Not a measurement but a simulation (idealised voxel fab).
The following is a process module called voxel wiring stack.
Cross-section cut spans 280 nm and uses square cells 5 nm in size.
Format of a cross-section: grid, square cells. Given as bands. Order: top down. Band: one or more rows of cells. Look at the band entry: it leads with the top's height and the bottom's height in nm. Then it lists the materials left to right, with a width in nm for each. The word "all across" on a single material says that material fills the band edge to edge. The word "empty" is empty space. For the purposes of this specification, 0 denotes the height below which the wafer in its as-received condition is composed wholly of one material, and the lowermost band, lacking a lower limit, extends downward without end, as expressed in "0 and below". The expression "30 to 40" gives the width at the extremes of the band, the first number at its top row of cells and the second at its bottom row, with the width changing by equal amounts from each row to the next in between. The designation "nothing changed", where it is given for a processing step, indicates that no cell of the cross-section was altered in the course of that step. Entry "closed voids" = empty spaces >= 8 cells with no open way to the top; each as width x height at distance, distance from left edge, all nm. If you see something after the settings on a step's line, that's the simulator's own remark about that step. A step line may carry the setting "overlay nm", which, for steps involving a mask, states the distance by which the mask lay to the right of its intended position; negative values denote displacement to the left. In what follows, pairs of cross-sections are presented, each taken before and after one process step, with the after cross-section shown only down to the lowest band that was altered; the step, together with its settings, is stated below the pair. The pairs may stem from different runs of this module on the same starting wafer; accordingly, a pair should be taken as continuing from the one above it solely where its entry headed "Before-step section" indicates as much.
## Before-step section
	35 down to 15 = lowk all across
	15 down to 10 = SiN all across
	10 down to 0 = SiO2 all across
	0 and below = Si all across
	closed voids: none
## State After Step
	35 down to 15 = lowk 50 nm; empty 30 nm; lowk 20 nm; empty 30 nm; lowk 20 nm; empty 30 nm; lowk 20 nm; empty 30 nm; lowk 50 nm
	below 15: unchanged
	closed voids: none
Which operation lies between the before and after views above? MASKED_ETCH [tone open] [mask id METAL_1] [width nm 30] [pitch nm 50] [etch materials lowk] [depth nm 20] [overlay nm 0]
Before-step section: identical to the post-step cross-section of the immediately preceding pair.
## State After Step
	35 down to 15 = lowk 50 nm; empty 30 nm; lowk 20 nm; empty 30 nm; lowk 20 nm; empty 30 nm; lowk 20 nm; empty 30 nm; lowk 50 nm
	15 down to 10 = SiN 55 nm; empty 20 nm; SiN 30 nm; empty 20 nm; SiN 30 nm; empty 20 nm; SiN 30 nm; empty 20 nm; SiN 55 nm
	below 10: unchanged
	closed voids: none
Which operation lies between the before and after views above? MASKED_ETCH [tone open] [mask id METAL_1] [width nm 20] [pitch nm 50] [etch materials SiN] [depth nm 5] [overlay nm 0]
Before-step section: identical to the post-step cross-section of the immediately preceding pair.
## State After Step
	40 down to 35 = TiN 55 nm; empty 20 nm; TiN 30 nm; empty 20 nm; TiN 30 nm; empty 20 nm; TiN 30 nm; empty 20 nm; TiN 55 nm
	35 down to 20 = lowk 50 nm; TiN 5 nm; empty 20 nm; TiN 5 nm; lowk 20 nm; TiN 5 nm; empty 20 nm; TiN 5 nm; lowk 20 nm; TiN 5 nm; empty 20 nm; TiN 5 nm; lowk 20 nm; TiN 5 nm; empty 20 nm; TiN 5 nm; lowk 50 nm
	20 down to 15 = lowk 50 nm; TiN 10 nm; empty 10 nm; TiN 10 nm; lowk 20 nm; TiN 10 nm; empty 10 nm; TiN 10 nm; lowk 20 nm; TiN 10 nm; empty 10 nm; TiN 10 nm; lowk 20 nm; TiN 10 nm; empty 10 nm; TiN 10 nm; lowk 50 nm
	15 down to 10 = SiN 55 nm; TiN 20 nm; SiN 30 nm; TiN 20 nm; SiN 30 nm; TiN 20 nm; SiN 30 nm; TiN 20 nm; SiN 55 nm
	below 10: unchanged
	closed voids: none
Which operation lies between the before and after views above? CONFORMAL_DEP [material TiN] [thk nm 5]
Before-step section: identical to the post-step cross-section of the immediately preceding pair.
## State After Step
	50 down to 40 = W all across
	40 down to 35 = TiN 55 nm; W 20 nm; TiN 30 nm; W 20 nm; TiN 30 nm; W 20 nm; TiN 30 nm; W 20 nm; TiN 55 nm
	35 down to 20 = lowk 50 nm; TiN 5 nm; W 20 nm; TiN 5 nm; lowk 20 nm; TiN 5 nm; W 20 nm; TiN 5 nm; lowk 20 nm; TiN 5 nm; W 20 nm; TiN 5 nm; lowk 20 nm; TiN 5 nm; W 20 nm; TiN 5 nm; lowk 50 nm
	20 down to 15 = lowk 50 nm; TiN 10 nm; W 10 nm; TiN 10 nm; lowk 20 nm; TiN 10 nm; W 10 nm; TiN 10 nm; lowk 20 nm; TiN 10 nm; W 10 nm; TiN 10 nm; lowk 20 nm; TiN 10 nm; W 10 nm; TiN 10 nm; lowk 50 nm
	below 15: unchanged
	closed voids: none
Which operation lies between the before and after views above? FILL_DEP [material W] [thk nm 10]
Before-step section: identical to the post-step cross-section of the immediately preceding pair.
## State After Step
	35 down to 20 = lowk 50 nm; TiN 5 nm; W 20 nm; TiN 5 nm; lowk 20 nm; TiN 5 nm; W 20 nm; TiN 5 nm; lowk 20 nm; TiN 5 nm; W 20 nm; TiN 5 nm; lowk 20 nm; TiN 5 nm; W 20 nm; TiN 5 nm; lowk 50 nm
	below 20: unchanged
	closed voids: none
Which operation lies between the before and after views above? CMP [height nm 35]
Before-step section: identical to the post-step cross-section of the immediately preceding pair.
## State After Step
	40 down to 35 = SiCN all across
	below 35: unchanged
	closed voids: none
Which operation lies between the before and after views above? CONFORMAL_DEP [material SiCN] [thk nm 5]
Before-step section: identical to the post-step cross-section of the immediately preceding pair.
## State After Step
	50 down to 40 = SiO2 all across
	below 40: unchanged
	closed voids: none
Which operation lies between the before and after views above? DIRECTIONAL_DEP [material SiO2] [thk nm 10]
Before-step section: identical to the post-step cross-section of the immediately preceding pair.
## State After Step
	65 down to 50 = aC all across
	below 50: unchanged
	closed voids: none
Which operation lies between the before and after views above? DIRECTIONAL_DEP [material aC] [thk nm 15]
Before-step section: identical to the post-step cross-section of the immediately preceding pair.
## State After Step
	100 down to 65 = resist 55 nm; empty 15 nm; resist 35 nm; empty 15 nm; resist 35 nm; empty 15 nm; resist 35 nm; empty 15 nm; resist 60 nm
	below 65: unchanged
	closed voids: none
Which operation lies between the before and after views above? PATTERN [tone open] [mask id PLUG_1] [material resist] [width nm 15] [pitch nm 50] [thk nm 35] [overlay nm 0]
Before-step section: identical to the post-step cross-section of the immediately preceding pair.
## State After Step
	85 down to 65 = resist 55 nm; empty 15 nm; resist 35 nm; empty 15 nm; resist 35 nm; empty 15 nm; resist 35 nm; empty 15 nm; resist 60 nm
	65 down to 50 = aC 55 nm; empty 15 nm; aC 35 nm; empty 15 nm; aC 35 nm; empty 15 nm; aC 35 nm; empty 15 nm; aC 60 nm
	below 50: unchanged
	closed voids: none
Which operation lies between the before and after views above? DIRECTIONAL_ETCH [etch materials aC] [depth nm 15]
Before-step section: identical to the post-step cross-section of the immediately preceding pair.
## State After Step
	65 down to 50 = aC 55 nm; empty 15 nm; aC 35 nm; empty 15 nm; aC 35 nm; empty 15 nm; aC 35 nm; empty 15 nm; aC 60 nm
	below 50: unchanged
	closed voids: none
Which operation lies between the before and after views above? STRIP [etch materials resist]
Before-step section: identical to the post-step cross-section of the immediately preceding pair.
## State After Step
	65 down to 50 = aC 55 nm; empty 15 nm; aC 35 nm; empty 15 nm; aC 35 nm; empty 15 nm; aC 35 nm; empty 15 nm; aC 60 nm
	50 down to 40 = SiO2 55 nm; empty 15 nm; SiO2 35 nm; empty 15 nm; SiO2 35 nm; empty 15 nm; SiO2 35 nm; empty 15 nm; SiO2 60 nm
	below 40: unchanged
	closed voids: none
Which operation lies between the before and after views above? DIRECTIONAL_ETCH [etch materials SiO2] [depth nm 10]
Before-step section: identical to the post-step cross-section of the immediately preceding pair.
## State After Step
	65 down to 50 = aC 55 nm; empty 15 nm; aC 35 nm; empty 15 nm; aC 35 nm; empty 15 nm; aC 35 nm; empty 15 nm; aC 60 nm
	50 down to 40 = SiO2 55 nm; empty 15 nm; SiO2 35 nm; empty 15 nm; SiO2 35 nm; empty 15 nm; SiO2 35 nm; empty 15 nm; SiO2 60 nm
	40 down to 35 = SiCN 55 nm; empty 15 nm; SiCN 35 nm; empty 15 nm; SiCN 35 nm; empty 15 nm; SiCN 35 nm; empty 15 nm; SiCN 60 nm
	below 35: unchanged
	closed voids: none
Which operation lies between the before and after views above? DIRECTIONAL_ETCH [etch materials SiCN] [depth nm 5]
Before-step section: identical to the post-step cross-section of the immediately preceding pair.
## State After Step
	50 down to 40 = SiO2 55 nm; empty 15 nm; SiO2 35 nm; empty 15 nm; SiO2 35 nm; empty 15 nm; SiO2 35 nm; empty 15 nm; SiO2 60 nm
	below 40: unchanged
	closed voids: none
Which operation lies between the before and after views above? STRIP [etch materials aC]
Before-step section: identical to the post-step cross-section of the immediately preceding pair.
## State After Step
	50 down to 45 = SiO2 55 nm; empty 15 nm; SiO2 35 nm; empty 15 nm; SiO2 35 nm; empty 15 nm; SiO2 35 nm; empty 15 nm; SiO2 60 nm
	45 down to 40 = SiO2 55 nm; Ru 15 nm; SiO2 35 nm; Ru 15 nm; SiO2 35 nm; Ru 15 nm; SiO2 35 nm; Ru 15 nm; SiO2 60 nm
	40 down to 35 = SiCN 55 nm; Ru 15 nm; SiCN 35 nm; Ru 15 nm; SiCN 35 nm; Ru 15 nm; SiCN 35 nm; Ru 15 nm; SiCN 60 nm
	below 35: unchanged
	closed voids: none
Which operation lies between the before and after views above? EPI [material Ru] [thk nm 10]
Before-step section: identical to the post-step cross-section of the immediately preceding pair.
## State After Step
	50 down to 40 = SiO2 55 nm; Ru 15 nm; SiO2 35 nm; Ru 15 nm; SiO2 35 nm; Ru 15 nm; SiO2 35 nm; Ru 15 nm; SiO2 60 nm
	below 40: unchanged
	closed voids: none
Which operation lies between the before and after views above? EPI [material Ru] [thk nm 5]
Before-step section: identical to the post-step cross-section of the immediately preceding pair.
## State After Step
	55 down to 50 = TiN all across
	below 50: unchanged
	closed voids: none
Which operation lies between the before and after views above? DIRECTIONAL_DEP [material TiN] [thk nm 5]
Before-step section: identical to the post-step cross-section of the immediately preceding pair.
## State After Step
	80 down to 55 = Ru all across
	below 55: unchanged
	closed voids: none
Which operation lies between the before and after views above? DIRECTIONAL_DEP [material Ru] [thk nm 25]
Before-step section: identical to the post-step cross-section of the immediately preceding pair.
## State After Step
	90 down to 80 = aC all across
	below 80: unchanged
	closed voids: none
Which operation lies between the before and after views above? DIRECTIONAL_DEP [material aC] [thk nm 10]
Before-step section: identical to the post-step cross-section of the immediately preceding pair.
## State After Step
	115 down to 90 = empty 55 nm; resist 20 nm; empty 30 nm; resist 20 nm; empty 30 nm; resist 20 nm; empty 30 nm; resist 20 nm; empty 55 nm
	below 90: unchanged
	closed voids: none
Which operation lies between the before and after views above? PATTERN [tone cover] [mask id METAL_2] [material resist] [width nm 20] [pitch nm 50] [thk nm 25] [overlay nm 0]
Before-step section: identical to the post-step cross-section of the immediately preceding pair.
## State After Step
	105 down to 90 = empty 55 nm; resist 20 nm; empty 30 nm; resist 20 nm; empty 30 nm; resist 20 nm; empty 30 nm; resist 20 nm; empty 55 nm
	90 down to 80 = empty 55 nm; aC 20 nm; empty 30 nm; aC 20 nm; empty 30 nm; aC 20 nm; empty 30 nm; aC 20 nm; empty 55 nm
	below 80: unchanged
	closed voids: none
Which operation lies between the before and after views above? DIRECTIONAL_ETCH [etch materials aC] [depth nm 10]
Before-step section: identical to the post-step cross-section of the immediately preceding pair.
## State After Step
	90 down to 80 = empty 55 nm; aC 20 nm; empty 30 nm; aC 20 nm; empty 30 nm; aC 20 nm; empty 30 nm; aC 20 nm; empty 55 nm
	below 80: unchanged
	closed voids: none
Which operation lies between the before and after views above? STRIP [etch materials resist]
Before-step section: identical to the post-step cross-section of the immediately preceding pair.
## State After Step
	90 down to 80 = empty 55 nm; aC 20 nm; empty 30 nm; aC 20 nm; empty 30 nm; aC 20 nm; empty 30 nm; aC 20 nm; empty 55 nm
	80 down to 55 = empty 55 nm; Ru 20 nm; empty 30 nm; Ru 20 nm; empty 30 nm; Ru 20 nm; empty 30 nm; Ru 20 nm; empty 55 nm
	below 55: unchanged
	closed voids: none
Which operation lies between the before and after views above? DIRECTIONAL_ETCH [etch materials Ru] [depth nm 25]
Before-step section: identical to the post-step cross-section of the immediately preceding pair.
## State After Step
	90 down to 80 = empty 55 nm; aC 20 nm; empty 30 nm; aC 20 nm; empty 30 nm; aC 20 nm; empty 30 nm; aC 20 nm; empty 55 nm
	80 down to 55 = empty 55 nm; Ru 20 nm; empty 30 nm; Ru 20 nm; empty 30 nm; Ru 20 nm; empty 30 nm; Ru 20 nm; empty 55 nm
	55 down to 50 = empty 55 nm; TiN 20 nm; empty 30 nm; TiN 20 nm; empty 30 nm; TiN 20 nm; empty 30 nm; TiN 20 nm; empty 55 nm
	below 50: unchanged
	closed voids: none
Which operation lies between the before and after views above? DIRECTIONAL_ETCH [etch materials TiN] [depth nm 5]
Before-step section: identical to the post-step cross-section of the immediately preceding pair.
## State After Step
	80 down to 55 = empty 55 nm; Ru 20 nm; empty 30 nm; Ru 20 nm; empty 30 nm; Ru 20 nm; empty 30 nm; Ru 20 nm; empty 55 nm
	below 55: unchanged
	closed voids: none
Which operation lies between the before and after views above? STRIP [etch materials aC]
Before-step section: identical to the post-step cross-section of the immediately preceding pair.
## State After Step
	90 down to 80 = lowk all across
	80 down to 55 = lowk 55 nm; Ru 20 nm; lowk 30 nm; Ru 20 nm; lowk 30 nm; Ru 20 nm; lowk 30 nm; Ru 20 nm; lowk 55 nm
	55 down to 50 = lowk 55 nm; TiN 20 nm; lowk 30 nm; TiN 20 nm; lowk 30 nm; TiN 20 nm; lowk 30 nm; TiN 20 nm; lowk 55 nm
	below 50: unchanged
	closed voids: none
Which operation lies between the before and after views above? FILL_DEP [material lowk] [thk nm 10]
Before-step section: identical to the post-step cross-section of the immediately preceding pair.
## State After Step
	80 down to 55 = lowk 55 nm; Ru 20 nm; lowk 30 nm; Ru 20 nm; lowk 30 nm; Ru 20 nm; lowk 30 nm; Ru 20 nm; lowk 55 nm
	below 55: unchanged
	closed voids: none
Which operation lies between the before and after views above? CMP [height nm 80]
Before-step section: identical to the post-step cross-section of the immediately preceding pair.
## State After Step
	85 down to 80 = SiN all across
	below 80: unchanged
	closed voids: none
Which operation lies between the before and after views above? CONFORMAL_DEP [material SiN] [thk nm 5]
## Before-step section
	65 down to 50 = aC all across
	50 down to 40 = SiO2 all across
	40 down to 35 = SiCN all across
	35 down to 15 = lowk 55 nm; TiN 5 nm; W 10 nm; TiN 5 nm; lowk 30 nm; TiN 5 nm; W 10 nm; TiN 5 nm; lowk 30 nm; TiN 5 nm; W 10 nm; TiN 5 nm; lowk 30 nm; TiN 5 nm; W 10 nm; TiN 5 nm; lowk 55 nm
	15 down to 10 = SiN 55 nm; TiN 20 nm; SiN 30 nm; TiN 20 nm; SiN 30 nm; TiN 20 nm; SiN 30 nm; TiN 20 nm; SiN 55 nm
	10 down to 0 = SiO2 all across
	0 and below = Si all across
	closed voids: none
## State After Step
	100 down to 65 = resist 45 nm; empty 15 nm; resist 35 nm; empty 15 nm; resist 35 nm; empty 15 nm; resist 35 nm; empty 15 nm; resist 70 nm
	below 65: unchanged
	closed voids: none
Which operation lies between the before and after views above? PATTERN [tone open] [mask id PLUG_1] [material resist] [width nm 15] [pitch nm 50] [thk nm 35] [overlay nm -10]
Before-step section: identical to the post-step cross-section of the immediately preceding pair.
## State After Step
	85 down to 65 = resist 45 nm; empty 15 nm; resist 35 nm; empty 15 nm; resist 35 nm; empty 15 nm; resist 35 nm; empty 15 nm; resist 70 nm
	65 down to 50 = aC 45 nm; empty 15 nm; aC 35 nm; empty 15 nm; aC 35 nm; empty 15 nm; aC 35 nm; empty 15 nm; aC 70 nm
	below 50: unchanged
	closed voids: none
Which operation lies between the before and after views above? DIRECTIONAL_ETCH [etch materials aC] [depth nm 15]
Before-step section: identical to the post-step cross-section of the immediately preceding pair.
## State After Step
	65 down to 50 = aC 45 nm; empty 15 nm; aC 35 nm; empty 15 nm; aC 35 nm; empty 15 nm; aC 35 nm; empty 15 nm; aC 70 nm
	below 50: unchanged
	closed voids: none
Which operation lies between the before and after views above? STRIP [etch materials resist]
Before-step section: identical to the post-step cross-section of the immediately preceding pair.
## State After Step
	65 down to 50 = aC 45 nm; empty 15 nm; aC 35 nm; empty 15 nm; aC 35 nm; empty 15 nm; aC 35 nm; empty 15 nm; aC 70 nm
	50 down to 40 = SiO2 45 nm; empty 15 nm; SiO2 35 nm; empty 15 nm; SiO2 35 nm; empty 15 nm; SiO2 35 nm; empty 15 nm; SiO2 70 nm
	below 40: unchanged
	closed voids: none
Which operation lies between the before and after views above? DIRECTIONAL_ETCH [etch materials SiO2] [depth nm 10]
Before-step section: identical to the post-step cross-section of the immediately preceding pair.
## State After Step
	65 down to 50 = aC 45 nm; empty 15 nm; aC 35 nm; empty 15 nm; aC 35 nm; empty 15 nm; aC 35 nm; empty 15 nm; aC 70 nm
	50 down to 40 = SiO2 45 nm; empty 15 nm; SiO2 35 nm; empty 15 nm; SiO2 35 nm; empty 15 nm; SiO2 35 nm; empty 15 nm; SiO2 70 nm
	40 down to 35 = SiCN 45 nm; empty 15 nm; SiCN 35 nm; empty 15 nm; SiCN 35 nm; empty 15 nm; SiCN 35 nm; empty 15 nm; SiCN 70 nm
	below 35: unchanged
	closed voids: none
Which operation lies between the before and after views above? DIRECTIONAL_ETCH [etch materials SiCN] [depth nm 5]
Before-step section: identical to the post-step cross-section of the immediately preceding pair.
## State After Step
	50 down to 40 = SiO2 45 nm; empty 15 nm; SiO2 35 nm; empty 15 nm; SiO2 35 nm; empty 15 nm; SiO2 35 nm; empty 15 nm; SiO2 70 nm
	below 40: unchanged
	closed voids: none
Which operation lies between the before and after views above? STRIP [etch materials aC]
Before-step section: identical to the post-step cross-section of the immediately preceding pair.
## State After Step
	50 down to 45 = SiO2 45 nm; empty 15 nm; SiO2 35 nm; empty 15 nm; SiO2 35 nm; empty 15 nm; SiO2 35 nm; empty 15 nm; SiO2 70 nm
	45 down to 40 = SiO2 45 nm; Ru 15 nm; SiO2 35 nm; Ru 15 nm; SiO2 35 nm; Ru 15 nm; SiO2 35 nm; Ru 15 nm; SiO2 70 nm
	40 down to 35 = SiCN 45 nm; Ru 15 nm; SiCN 35 nm; Ru 15 nm; SiCN 35 nm; Ru 15 nm; SiCN 35 nm; Ru 15 nm; SiCN 70 nm
	below 35: unchanged
	closed voids: none
Which operation lies between the before and after views above? EPI [material Ru] [thk nm 10]
Before-step section: identical to the post-step cross-section of the immediately preceding pair.
## State After Step
	50 down to 40 = SiO2 45 nm; Ru 15 nm; SiO2 35 nm; Ru 15 nm; SiO2 35 nm; Ru 15 nm; SiO2 35 nm; Ru 15 nm; SiO2 70 nm
	below 40: unchanged
	closed voids: none
Which operation lies between the before and after views above? EPI [material Ru] [thk nm 5]
Before-step section: identical to the post-step cross-section of the immediately preceding pair.
## State After Step
	55 down to 50 = TiN all across
	below 50: unchanged
	closed voids: none
Which operation lies between the before and after views above? DIRECTIONAL_DEP [material TiN] [thk nm 5]
Before-step section: identical to the post-step cross-section of the immediately preceding pair.
## State After Step
	80 down to 55 = Ru all across
	below 55: unchanged
	closed voids: none
Which operation lies between the before and after views above? DIRECTIONAL_DEP [material Ru] [thk nm 25]
Before-step section: identical to the post-step cross-section of the immediately preceding pair.
## State After Step
	90 down to 80 = aC all across
	below 80: unchanged
	closed voids: none
Which operation lies between the before and after views above? DIRECTIONAL_DEP [material aC] [thk nm 10]
Before-step section: identical to the post-step cross-section of the immediately preceding pair.
## State After Step
	115 down to 90 = empty 55 nm; resist 20 nm; empty 30 nm; resist 20 nm; empty 30 nm; resist 20 nm; empty 30 nm; resist 20 nm; empty 55 nm
	below 90: unchanged
	closed voids: none
Which operation lies between the before and after views above? PATTERN [tone cover] [mask id METAL_2] [material resist] [width nm 20] [pitch nm 50] [thk nm 25] [overlay nm 0]
Before-step section: identical to the post-step cross-section of the immediately preceding pair.
## State After Step
	105 down to 90 = empty 55 nm; resist 20 nm; empty 30 nm; resist 20 nm; empty 30 nm; resist 20 nm; empty 30 nm; resist 20 nm; empty 55 nm
	90 down to 80 = empty 55 nm; aC 20 nm; empty 30 nm; aC 20 nm; empty 30 nm; aC 20 nm; empty 30 nm; aC 20 nm; empty 55 nm
	below 80: unchanged
	closed voids: none
Which operation lies between the before and after views above? DIRECTIONAL_ETCH [etch materials aC] [depth nm 10]
Before-step section: identical to the post-step cross-section of the immediately preceding pair.
## State After Step
	90 down to 80 = empty 55 nm; aC 20 nm; empty 30 nm; aC 20 nm; empty 30 nm; aC 20 nm; empty 30 nm; aC 20 nm; empty 55 nm
	below 80: unchanged
	closed voids: none
Which operation lies between the before and after views above? STRIP [etch materials resist]
Before-step section: identical to the post-step cross-section of the immediately preceding pair.
## State After Step
	90 down to 80 = empty 55 nm; aC 20 nm; empty 30 nm; aC 20 nm; empty 30 nm; aC 20 nm; empty 30 nm; aC 20 nm; empty 55 nm
	80 down to 55 = empty 55 nm; Ru 20 nm; empty 30 nm; Ru 20 nm; empty 30 nm; Ru 20 nm; empty 30 nm; Ru 20 nm; empty 55 nm
	below 55: unchanged
	closed voids: none
Which operation lies between the before and after views above? DIRECTIONAL_ETCH [etch materials Ru] [depth nm 25]
Before-step section: identical to the post-step cross-section of the immediately preceding pair.
## State After Step
	90 down to 80 = empty 55 nm; aC 20 nm; empty 30 nm; aC 20 nm; empty 30 nm; aC 20 nm; empty 30 nm; aC 20 nm; empty 55 nm
	80 down to 55 = empty 55 nm; Ru 20 nm; empty 30 nm; Ru 20 nm; empty 30 nm; Ru 20 nm; empty 30 nm; Ru 20 nm; empty 55 nm
	55 down to 50 = empty 55 nm; TiN 20 nm; empty 30 nm; TiN 20 nm; empty 30 nm; TiN 20 nm; empty 30 nm; TiN 20 nm; empty 55 nm
	below 50: unchanged
	closed voids: none
Which operation lies between the before and after views above? DIRECTIONAL_ETCH [etch materials TiN] [depth nm 5]
Before-step section: identical to the post-step cross-section of the immediately preceding pair.
## State After Step
	80 down to 55 = empty 55 nm; Ru 20 nm; empty 30 nm; Ru 20 nm; empty 30 nm; Ru 20 nm; empty 30 nm; Ru 20 nm; empty 55 nm
	below 55: unchanged
	closed voids: none
Which operation lies between the before and after views above? STRIP [etch materials aC]
Before-step section: identical to the post-step cross-section of the immediately preceding pair.
## State After Step
	90 down to 80 = lowk all across
	80 down to 55 = lowk 55 nm; Ru 20 nm; lowk 30 nm; Ru 20 nm; lowk 30 nm; Ru 20 nm; lowk 30 nm; Ru 20 nm; lowk 55 nm
	55 down to 50 = lowk 55 nm; TiN 20 nm; lowk 30 nm; TiN 20 nm; lowk 30 nm; TiN 20 nm; lowk 30 nm; TiN 20 nm; lowk 55 nm
	below 50: unchanged
	closed voids: none
Which operation lies between the before and after views above? FILL_DEP [material lowk] [thk nm 10]
Before-step section: identical to the post-step cross-section of the immediately preceding pair.
## State After Step
	80 down to 55 = lowk 55 nm; Ru 20 nm; lowk 30 nm; Ru 20 nm; lowk 30 nm; Ru 20 nm; lowk 30 nm; Ru 20 nm; lowk 55 nm
	below 55: unchanged
	closed voids: none
Which operation lies between the before and after views above? CMP [height nm 80]
Before-step section: identical to the post-step cross-section of the immediately preceding pair.
## State After Step
	85 down to 80 = SiN all across
	below 80: unchanged
	closed voids: none
Which operation lies between the before and after views above? CONFORMAL_DEP [material SiN] [thk nm 5]
## Before-step section
	40 down to 35 = SiCN all across
	35 down to 15 = lowk 55 nm; TiN 5 nm; W 10 nm; TiN 5 nm; lowk 30 nm; TiN 5 nm; W 10 nm; TiN 5 nm; lowk 30 nm; TiN 5 nm; W 10 nm; TiN 5 nm; lowk 30 nm; TiN 5 nm; W 10 nm; TiN 5 nm; lowk 55 nm
	15 down to 10 = SiN 55 nm; TiN 20 nm; SiN 30 nm; TiN 20 nm; SiN 30 nm; TiN 20 nm; SiN 30 nm; TiN 20 nm; SiN 55 nm
	10 down to 0 = SiO2 all across
	0 and below = Si all across
	closed voids: none
## State After Step
	50 down to 40 = Ru all across
	below 40: unchanged
	closed voids: none
Which operation lies between the before and after views above? DIRECTIONAL_DEP [material Ru] [thk nm 10]
Before-step section: identical to the post-step cross-section of the immediately preceding pair.
## State After Step
	65 down to 50 = aC all across
	below 50: unchanged
	closed voids: none
Which operation lies between the before and after views above? DIRECTIONAL_DEP [material aC] [thk nm 15]
Before-step section: identical to the post-step cross-section of the immediately preceding pair.
## State After Step
	100 down to 65 = resist 55 nm; empty 15 nm; resist 35 nm; empty 15 nm; resist 35 nm; empty 15 nm; resist 35 nm; empty 15 nm; resist 60 nm
	below 65: unchanged
	closed voids: none
Which operation lies between the before and after views above? PATTERN [tone open] [mask id PLUG_1] [material resist] [width nm 15] [pitch nm 50] [thk nm 35] [overlay nm 0]
Before-step section: identical to the post-step cross-section of the immediately preceding pair.
## State After Step
	85 down to 65 = resist 55 nm; empty 15 nm; resist 35 nm; empty 15 nm; resist 35 nm; empty 15 nm; resist 35 nm; empty 15 nm; resist 60 nm
	65 down to 50 = aC 55 nm; empty 15 nm; aC 35 nm; empty 15 nm; aC 35 nm; empty 15 nm; aC 35 nm; empty 15 nm; aC 60 nm
	below 50: unchanged
	closed voids: none
Which operation lies between the before and after views above? DIRECTIONAL_ETCH [etch materials aC] [depth nm 15]
Before-step section: identical to the post-step cross-section of the immediately preceding pair.
## State After Step
	65 down to 50 = aC 55 nm; empty 15 nm; aC 35 nm; empty 15 nm; aC 35 nm; empty 15 nm; aC 35 nm; empty 15 nm; aC 60 nm
	below 50: unchanged
	closed voids: none
Which operation lies between the before and after views above? STRIP [etch materials resist]
Before-step section: identical to the post-step cross-section of the immediately preceding pair.
## State After Step
	50 down to 40 = Ru all across
	below 40: unchanged
	closed voids: none
Which operation lies between the before and after views above? STRIP [etch materials aC]
Before-step section: identical to the post-step cross-section of the immediately preceding pair.
## State After Step
	60 down to 40 = Ru all across
	below 40: unchanged
	closed voids: none
Which operation lies between the before and after views above? EPI [material Ru] [thk nm 10]
Before-step section: identical to the post-step cross-section of the immediately preceding pair.
## State After Step
	65 down to 40 = Ru all across
	below 40: unchanged
	closed voids: none
Which operation lies between the before and after views above? EPI [material Ru] [thk nm 5]
Before-step section: identical to the post-step cross-section of the immediately preceding pair.
## State After Step
	70 down to 65 = TiN all across
	below 65: unchanged
	closed voids: none
Which operation lies between the before and after views above? DIRECTIONAL_DEP [material TiN] [thk nm 5]
Before-step section: identical to the post-step cross-section of the immediately preceding pair.
## State After Step
	95 down to 70 = Ru all across
	below 70: unchanged
	closed voids: none
Which operation lies between the before and after views above? DIRECTIONAL_DEP [material Ru] [thk nm 25]
Before-step section: identical to the post-step cross-section of the immediately preceding pair.
## State After Step
	105 down to 95 = aC all across
	below 95: unchanged
	closed voids: none
Which operation lies between the before and after views above? DIRECTIONAL_DEP [material aC] [thk nm 10]
Before-step section: identical to the post-step cross-section of the immediately preceding pair.
## State After Step
	130 down to 105 = empty 55 nm; resist 20 nm; empty 30 nm; resist 20 nm; empty 30 nm; resist 20 nm; empty 30 nm; resist 20 nm; empty 55 nm
	below 105: unchanged
	closed voids: none
Which operation lies between the before and after views above? PATTERN [tone cover] [mask id METAL_2] [material resist] [width nm 20] [pitch nm 50] [thk nm 25] [overlay nm 0]
Before-step section: identical to the post-step cross-section of the immediately preceding pair.
## State After Step
	120 down to 105 = empty 55 nm; resist 20 nm; empty 30 nm; resist 20 nm; empty 30 nm; resist 20 nm; empty 30 nm; resist 20 nm; empty 55 nm
	105 down to 95 = empty 55 nm; aC 20 nm; empty 30 nm; aC 20 nm; empty 30 nm; aC 20 nm; empty 30 nm; aC 20 nm; empty 55 nm
	below 95: unchanged
	closed voids: none
Which operation lies between the before and after views above? DIRECTIONAL_ETCH [etch materials aC] [depth nm 10]
Before-step section: identical to the post-step cross-section of the immediately preceding pair.
## State After Step
	105 down to 95 = empty 55 nm; aC 20 nm; empty 30 nm; aC 20 nm; empty 30 nm; aC 20 nm; empty 30 nm; aC 20 nm; empty 55 nm
	below 95: unchanged
	closed voids: none
Which operation lies between the before and after views above? STRIP [etch materials resist]
Before-step section: identical to the post-step cross-section of the immediately preceding pair.
## State After Step
	105 down to 95 = empty 55 nm; aC 20 nm; empty 30 nm; aC 20 nm; empty 30 nm; aC 20 nm; empty 30 nm; aC 20 nm; empty 55 nm
	95 down to 70 = empty 55 nm; Ru 20 nm; empty 30 nm; Ru 20 nm; empty 30 nm; Ru 20 nm; empty 30 nm; Ru 20 nm; empty 55 nm
	below 70: unchanged
	closed voids: none
Which operation lies between the before and after views above? DIRECTIONAL_ETCH [etch materials Ru] [depth nm 25]
Before-step section: identical to the post-step cross-section of the immediately preceding pair.
## State After Step
	105 down to 95 = empty 55 nm; aC 20 nm; empty 30 nm; aC 20 nm; empty 30 nm; aC 20 nm; empty 30 nm; aC 20 nm; empty 55 nm
	95 down to 70 = empty 55 nm; Ru 20 nm; empty 30 nm; Ru 20 nm; empty 30 nm; Ru 20 nm; empty 30 nm; Ru 20 nm; empty 55 nm
	70 down to 65 = empty 55 nm; TiN 20 nm; empty 30 nm; TiN 20 nm; empty 30 nm; TiN 20 nm; empty 30 nm; TiN 20 nm; empty 55 nm
	below 65: unchanged
	closed voids: none
Which operation lies between the before and after views above? DIRECTIONAL_ETCH [etch materials TiN] [depth nm 5]
Before-step section: identical to the post-step cross-section of the immediately preceding pair.
## State After Step
	95 down to 70 = empty 55 nm; Ru 20 nm; empty 30 nm; Ru 20 nm; empty 30 nm; Ru 20 nm; empty 30 nm; Ru 20 nm; empty 55 nm
	below 70: unchanged
	closed voids: none
Which operation lies between the before and after views above? STRIP [etch materials aC]
Before-step section: identical to the post-step cross-section of the immediately preceding pair.
## State After Step
	105 down to 95 = lowk all across
	95 down to 70 = lowk 55 nm; Ru 20 nm; lowk 30 nm; Ru 20 nm; lowk 30 nm; Ru 20 nm; lowk 30 nm; Ru 20 nm; lowk 55 nm
	70 down to 65 = lowk 55 nm; TiN 20 nm; lowk 30 nm; TiN 20 nm; lowk 30 nm; TiN 20 nm; lowk 30 nm; TiN 20 nm; lowk 55 nm
	below 65: unchanged
	closed voids: none
Which operation lies between the before and after views above? FILL_DEP [material lowk] [thk nm 10]
Before-step section: identical to the post-step cross-section of the immediately preceding pair.
## State After Step
	80 down to 70 = lowk 55 nm; Ru 20 nm; lowk 30 nm; Ru 20 nm; lowk 30 nm; Ru 20 nm; lowk 30 nm; Ru 20 nm; lowk 55 nm
	below 70: unchanged
	closed voids: none
Which operation lies between the before and after views above? CMP [height nm 80]
